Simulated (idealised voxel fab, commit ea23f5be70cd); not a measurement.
Name of the process module below: voxel wiring stack
Square cells of 5 nm make up the cross-section cut, whose width is 195 nm.
A cross-section is a grid of square cells, given in bands from the top down. A band is one or more rows of cells. Per band: top height and bottom height in nm, followed by the left-to-right materials and their widths in nm; "all across" marks a single material spanning edge to edge, "air" marks empty space. Height datum 0, below which the as-received substrate wafer is one material. Lowest band open at the bottom, running downward: "top 0, no bottom". With a width like "30->40", each row of cells in the band differs from the next by the same amount, the top row carrying the first number and the bottom row the second. The designation "identical to before", where it is given for a processing step, indicates that no cell of the cross-section was altered in the course of that step. Closed-off voids of 8+ cells (no open route to the top) go in "Sealed cavities", written width x height at distance from the left edge, in nm. Where a step's line continues beyond its settings, the continuation is a remark by the simulator itself on that step. overlay nm: mask offset rightward from planned place, masked step; negative means leftward offset.

# Here's what the planned process steps look like
1) RECEIVE, material Si
2) CONFORMAL_DEP, material SiO2, thk nm 15
3) DIRECTIONAL_DEP, material TiN, thk nm 5
4) DIRECTIONAL_DEP, material W, thk nm 15
5) MASKED_ETCH, tone cover, mask id METAL_1, width nm 30, pitch nm 50, etch materials W, depth nm 15, overlay nm 0
6) MASKED_ETCH, tone cover, mask id METAL_1, width nm 30, pitch nm 50, etch materials TiN, depth nm 5, overlay nm 0
7) CONFORMAL_DEP, material SiN, thk nm 5
8) FILL_DEP, material SiO2, thk nm 5
9) CMP, height nm 35
10) CONFORMAL_DEP, material SiCN, thk nm 5
11) DIRECTIONAL_DEP, material SiO2, thk nm 10
12) MASKED_ETCH, tone open, mask id PLUG_1, width nm 15, pitch nm 50, etch materials SiO2, depth nm 10, overlay nm 0
13) MASKED_ETCH, tone open, mask id PLUG_1, width nm 15, pitch nm 50, etch materials SiCN, depth nm 5, overlay nm 0
14) EPI, material Ru, thk nm 10
15) EPI, material Ru, thk nm 5
16) CONFORMAL_DEP, material SiN, thk nm 5
17) DIRECTIONAL_DEP, material lowk, thk nm 20
18) DIRECTIONAL_DEP, material aC, thk nm 15
19) PATTERN, tone open, mask id METAL_2, material resist, width nm 30, pitch nm 50, thk nm 35, overlay nm 0
20) DIRECTIONAL_ETCH, etch materials aC, depth nm 15
21) STRIP, etch materials resist
22) DIRECTIONAL_ETCH, etch materials lowk, depth nm 20
23) DIRECTIONAL_ETCH, etch materials SiN, depth nm 5
24) STRIP, etch materials aC
25) CONFORMAL_DEP, material TiN, thk nm 5
26) FILL_DEP, material Cu, thk nm 10
27) CMP, height nm 75
28) EPI, material Ru, thk nm 5
29) FILL_DEP, material SiCN, thk nm 5

# Incoming wafer in cross-section (state: after step 1)
- top 0, no bottom | Si all across
- Sealed cavities: none

# Cross-sectional result after module completion. Note: starting condition and plan are unchanged from above; one processing mistake was made
- top 85, bottom 80 | SiCN all across
- top 80, bottom 75 | Ru all across
- top 75, bottom 70 | 35 nm TiN | 20 nm Cu | 30 nm TiN | 20 nm Cu | 30 nm TiN | 20 nm Cu | 40 nm TiN
- top 70, bottom 55 | 30 nm lowk | 5 nm TiN | 20 nm Cu | 5 nm TiN | 20 nm lowk | 5 nm TiN | 20 nm Cu | 5 nm TiN | 20 nm lowk | 5 nm TiN | 20 nm Cu | 5 nm TiN | 35 nm lowk
- top 55, bottom 50 | 30 nm SiN | 30 nm TiN | 20 nm SiN | 30 nm TiN | 20 nm SiN | 30 nm TiN | 35 nm SiN
- top 50, bottom 40 | 30 nm SiO2 | 15 nm Ru | 35 nm SiO2 | 15 nm Ru | 35 nm SiO2 | 15 nm Ru | 50 nm SiO2
- top 40, bottom 35 | 30 nm SiCN | 15 nm Ru | 35 nm SiCN | 15 nm Ru | 35 nm SiCN | 15 nm Ru | 50 nm SiCN
- top 35, bottom 20 | 25 nm SiO2 | 5 nm SiN | 30 nm W | 5 nm SiN | 10 nm SiO2 | 5 nm SiN | 30 nm W | 5 nm SiN | 10 nm SiO2 | 5 nm SiN | 30 nm W | 5 nm SiN | 30 nm SiO2
- top 20, bottom 15 | 30 nm SiN | 30 nm TiN | 20 nm SiN | 30 nm TiN | 20 nm SiN | 30 nm TiN | 35 nm SiN
- top 15, bottom 0 | SiO2 all across
- top 0, no bottom | Si all across
- Sealed cavities: none
What broke from the plan during processing? step 17: run off-plan, actual operation and settings DIRECTIONAL_DEP, material lowk, thk nm 15
